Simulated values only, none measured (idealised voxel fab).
process module | voxel spacer lines
cross-section cut | 185 nm wide | cells 5 nm
A cross-section is a grid of square cells, given in bands from the top down. A band is one or more rows of cells.
Each band's line starts with the height of the band's top and of its bottom, in nm. Then come its materials from left to right, each with its width in nm. One material with "throughout" fills the band from edge to edge. "air" is empty space.
Height 0 is the level under which the wafer as received is all one material. The lowest band goes on downwards, as in "0 down".
A width such as "30 to 40" changes by the same amount from each row of cells to the next, from the band's top row to its bottom row.
"no change" after a step means that no cell of the cross-section changed.
closed voids: empty space of 8 cells or more with no open way to the top, each as width x height at its distance from the left edge, in nm
after a step's settings: what the simulator itself notes on the step
overlay nm, on a step with a mask: how far to the right of its planned place the mask lay; to the left if negative
plan
1 op RECEIVE | material Si
2 op CONFORMAL_DEP | material Al2O3 | thk nm 10
3 op DIRECTIONAL_DEP | material W | thk nm 15
4 op DIRECTIONAL_DEP | material aC | thk nm 20
5 op PATTERN | tone cover | mask id MANDREL | material resist | width nm 15 | pitch nm 50 | thk nm 30 | overlay nm 0
6 op DIRECTIONAL_ETCH | etch materials aC | depth nm 20
7 op STRIP | etch materials resist
8 op CONFORMAL_DEP | material SiN | thk nm 10
9 op DIRECTIONAL_ETCH | etch materials SiN | depth nm 10
10 op STRIP | etch materials aC
11 op DIRECTIONAL_ETCH | etch materials W | depth nm 15
12 op STRIP | etch materials SiN
13 op FILL_DEP | material SiO2 | thk nm 10
14 op CMP | height nm 25
as received, after step 1
  0 down: Si throughout
  closed voids: none
first wafer at the end, as planned
  25 to 10: SiO2 25 | W 10 | SiO2 15 | W 10 | SiO2 15 | W 10 | SiO2 15 | W 10 | SiO2 15 | W 10 | SiO2 15 | W 10 | SiO2 25
  10 to 0: Al2O3 throughout
  0 down: Si throughout
  closed voids: none
second wafer at the end: like start, like plan, one mistake
  25 to 10: SiO2 25 | W 10 | SiO2 15 | W 10 | SiO2 15 | W 10 | SiO2 15 | W 10 | SiO2 15 | W 10 | SiO2 15 | W 10 | SiO2 25
  10 to 0: W throughout
  0 down: Si throughout
  closed voids: none
what went wrong: step 2 ran as: op CONFORMAL_DEP | material W | thk nm 10
at the end the second wafer has, in cells: 74 fewer of Al2O3 | 74 more of W
